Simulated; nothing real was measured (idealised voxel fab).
Presented below is a process module, voxel capacitor over wiring.
It is cross-section cut that appears here, measuring 240 nm in width, its square cells being 5 nm in size.
How to read a cross-section here: the picture is a grid of square cells, written as bands going from the top down, and any band can span one or more rows of cells.
Band: top height; bottom height; in nm. Then, left to right: material with width in nm, for each material. "throughout": a single material spanning edge to edge. "air": empty space.
Measure heights from 0. That's the level where, below it, the as-received wafer is all one material. The lowest band is bottomless and extends downward; write it as in "0 -> down".
Width: "30..40" (first number = top row, second number = bottom row, same change from row to row of cells).
The cross-section has no changed cell in any step marked "no change occurred".
In "Enclosed void catalog" the enclosed voids are listed, meaning empty spaces of 8 cells or larger without any opening to the top. The form is width x height at distance, distance from the left edge, units nm.
On each step's line, the part that comes after the settings is the simulator's own comment on the step.
When a step includes a mask, the "overlay nm" setting on its line states how far to the right of its planned place that mask lay, and negative values state how far to the left.

LIST OF PLANNED PROCESS STEPS
1,RECEIVE with material Si
2,CONFORMAL_DEP with material SiO2, thk nm 15
3,CONFORMAL_DEP with material SiCN, thk nm 5
4,DIRECTIONAL_DEP with material lowk, thk nm 15
5,PATTERN with tone open, mask id METAL_1, material resist, width nm 20, pitch nm 70, thk nm 20, overlay nm 0
6,DIRECTIONAL_ETCH with etch materials lowk, depth nm 15
7,DIRECTIONAL_ETCH with etch materials SiCN, depth nm 5
8,STRIP with etch materials resist
9,CONFORMAL_DEP with material TiN, thk nm 5
10,FILL_DEP with material Cu, thk nm 10
11,CMP with height nm 35
12,CONFORMAL_DEP with material SiCN, thk nm 5
13,DIRECTIONAL_DEP with material lowk, thk nm 15
14,MASKED_ETCH with tone open, mask id PLUG_1, width nm 15, etch materials lowk, depth nm 15, overlay nm 0
15,MASKED_ETCH with tone open, mask id PLUG_1, width nm 15, etch materials SiCN, depth nm 5, overlay nm 0
16,CONFORMAL_DEP with material TiN, thk nm 5
17,FILL_DEP with material Cu, thk nm 10
18,CMP with height nm 55
19,DIRECTIONAL_DEP with material TiN, thk nm 5
20,DIRECTIONAL_DEP with material HfO2, thk nm 5
21,DIRECTIONAL_DEP with material TiN, thk nm 5
22,PATTERN with tone cover, mask id UPPER_PLATE, material resist, width nm 55, thk nm 15, overlay nm 0
23,DIRECTIONAL_ETCH with etch materials TiN, depth nm 5
24,DIRECTIONAL_ETCH with etch materials HfO2, depth nm 5
25,STRIP with etch materials resist
26,DIRECTIONAL_DEP with material aC, thk nm 15
27,PATTERN with tone cover, mask id LOWER_PLATE, material resist, width nm 65, thk nm 30, overlay nm 0
28,DIRECTIONAL_ETCH with etch materials aC, depth nm 15
29,STRIP with etch materials resist
30,DIRECTIONAL_ETCH with etch materials TiN, depth nm 5
31,STRIP with etch materials aC
32,FILL_DEP with material SiO2, thk nm 15
33,CMP with height nm 80
34,MASKED_ETCH with tone open, mask id PLUG_2, width nm 15, etch materials SiO2, depth nm 10, overlay nm 0
35,CONFORMAL_DEP with material TiN, thk nm 5
36,FILL_DEP with material Ru, thk nm 10
37,CMP with height nm 80
38,CONFORMAL_DEP with material SiN, thk nm 5

WAFER CROSS-SECTION ON RECEIPT, I.E. AFTER STEP 1
0 -> down | Si throughout
Enclosed void catalog: none

THIS IS HOW THE WAFER LOOKS IN CROSS-SECTION ONCE THE MODULE IS DONE, GIVEN THE STARTING STATE AND PLAN ABOVE AND ONE MISTAKE IN CARRYING THE PLAN OUT
85 -> 80 | SiN throughout
80 -> 75 | TiN 95 nm / Ru 5 nm / TiN 140 nm
75 -> 65 | SiO2 90..80 nm / TiN 15..55 nm / SiO2 135..105 nm
65 -> 60 | SiO2 80 nm / HfO2 55 nm / SiO2 105 nm
60 -> 55 | SiO2 75 nm / TiN 65 nm / SiO2 100 nm
55 -> 40 | lowk 80 nm / TiN 5 nm / Cu 5 nm / TiN 5 nm / lowk 145 nm
40 -> 35 | SiCN 80 nm / TiN 15 nm / SiCN 145 nm
35 -> 20 | lowk 75 nm / TiN 5 nm / Cu 10 nm / TiN 5 nm / lowk 50 nm / TiN 5 nm / Cu 10 nm / TiN 5 nm / lowk 75 nm
20 -> 15 | SiCN 75 nm / TiN 20 nm / SiCN 50 nm / TiN 20 nm / SiCN 75 nm
15 -> 0 | SiO2 throughout
0 -> down | Si throughout
Enclosed void catalog: none
Deviation from plan: step 33 ran with different settings than intended, the actual operation and settings being CMP with height nm 75
